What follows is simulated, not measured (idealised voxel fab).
Proc. module: voxel wiring stack
This is section cut - it's 200 nm across, gridded in 5 nm square cells.
Cross-section format: a grid of square cells, given as bands from top to bottom; each band is one or more rows of cells. What a band's entry tells you: where the top is and where the bottom is, as heights in nm, and after that what lies inside, material by material from left to right, each with its width in nm. Empty space is written as the word "blank", and a single material marked with the word "full width" occupies the band from edge to edge. Height datum 0, below which the as-received substrate wafer is one material. Lowest band open at the bottom, running downward: "0..down". A width such as "30->40" changes by the same amount from each row of cells to the next, from the band's top row to its bottom row. "nothing changed" for a step: no cell of the cross-section changed in that step. "Sealed void list": empty spaces of 8 cells or more with no open way to the top, each given as width x height at distance, distance from the left edge, all in nm. Heads up: the bit after the settings on a step's line is the simulator's remark on that step. "overlay nm", when on a step's line for a step with a mask, measures how far to the right of its planned place the mask lay; a negative measure means to the left.

List of planned process steps:
- 1: RECEIVE: material Si
- 2: CONFORMAL_DEP: material SiO2, thk nm 15
- 3: DIRECTIONAL_DEP: material TiN, thk nm 5
- 4: DIRECTIONAL_DEP: material Ru, thk nm 20
- 5: MASKED_ETCH: tone cover, mask id METAL_1, width nm 30, pitch nm 60, etch materials Ru, depth nm 20, overlay nm 0
- 6: MASKED_ETCH: tone cover, mask id METAL_1, width nm 30, pitch nm 60, etch materials TiN, depth nm 5, overlay nm 0
- 7: CONFORMAL_DEP: material SiCN, thk nm 5
- 8: FILL_DEP: material SiO2, thk nm 5
- 9: CMP: height nm 40
- 10: CONFORMAL_DEP: material SiCN, thk nm 5
- 11: DIRECTIONAL_DEP: material lowk, thk nm 30
- 12: PATTERN: tone open, mask id METAL_2_HOLES, material resist, width nm 15, pitch nm 60, thk nm 20, overlay nm 0
- 13: DIRECTIONAL_ETCH: etch materials lowk, depth nm 30
- 14: STRIP: etch materials resist
- 15: MASKED_ETCH: tone open, mask id METAL_2, width nm 30, pitch nm 60, etch materials lowk, depth nm 20, overlay nm 0
- 16: MASKED_ETCH: tone open, mask id METAL_2, width nm 30, pitch nm 60, etch materials SiCN, depth nm 5, overlay nm 0
- 17: CONFORMAL_DEP: material TiN, thk nm 5
- 18: FILL_DEP: material Cu, thk nm 10
- 19: CMP: height nm 75
- 20: CONFORMAL_DEP: material SiCN, thk nm 5
- 21: DIRECTIONAL_DEP: material lowk, thk nm 35
- 22: MASKED_ETCH: tone open, mask id METAL_3, width nm 30, pitch nm 60, etch materials lowk, depth nm 20, overlay nm 0
- 23: MASKED_ETCH: tone open, mask id METAL_3_HOLES, width nm 15, etch materials lowk, depth nm 15, overlay nm 0
- 24: MASKED_ETCH: tone open, mask id METAL_3_HOLES, width nm 15, etch materials SiCN, depth nm 5, overlay nm 0
- 25: CONFORMAL_DEP: material TiN, thk nm 5
- 26: FILL_DEP: material Ru, thk nm 10
- 27: CMP: height nm 105
- 28: CONFORMAL_DEP: material SiCN, thk nm 5
The wafers in this document start out alike and differ in the height nm applied at step 27; the plan shows the value used for the first wafer.

Incoming state of the first of several wafers in cross-section: after step 1:
- 0..down  Si full width
- Sealed void list: none

What follows is a table in which each wafer occupies a row; for the wafer as it stands at the close of the module, the row states, material by material, how many cells have been gained (+) or lost (-) since receipt, and then gives its closed voids:
height nm 105 | +30 Cu | +60 Ru | +155 SiCN | +216 SiO2 | +72 TiN | +347 lowk | Sealed void list: none
height nm 110 | +30 Cu | +68 Ru | +155 SiCN | +216 SiO2 | +76 TiN | +375 lowk | Sealed void list: none
height nm 115 | +30 Cu | +76 Ru | +155 SiCN | +216 SiO2 | +80 TiN | +403 lowk | Sealed void list: none
height nm 120 | +30 Cu | +84 Ru | +155 SiCN | +216 SiO2 | +112 TiN | +403 lowk | Sealed void list: none
height nm 125 | +30 Cu | +124 Ru | +155 SiCN | +216 SiO2 | +112 TiN | +403 lowk | Sealed void list: none
height nm 130 | +30 Cu | +164 Ru | +155 SiCN | +216 SiO2 | +112 TiN | +403 lowk | Sealed void list: none
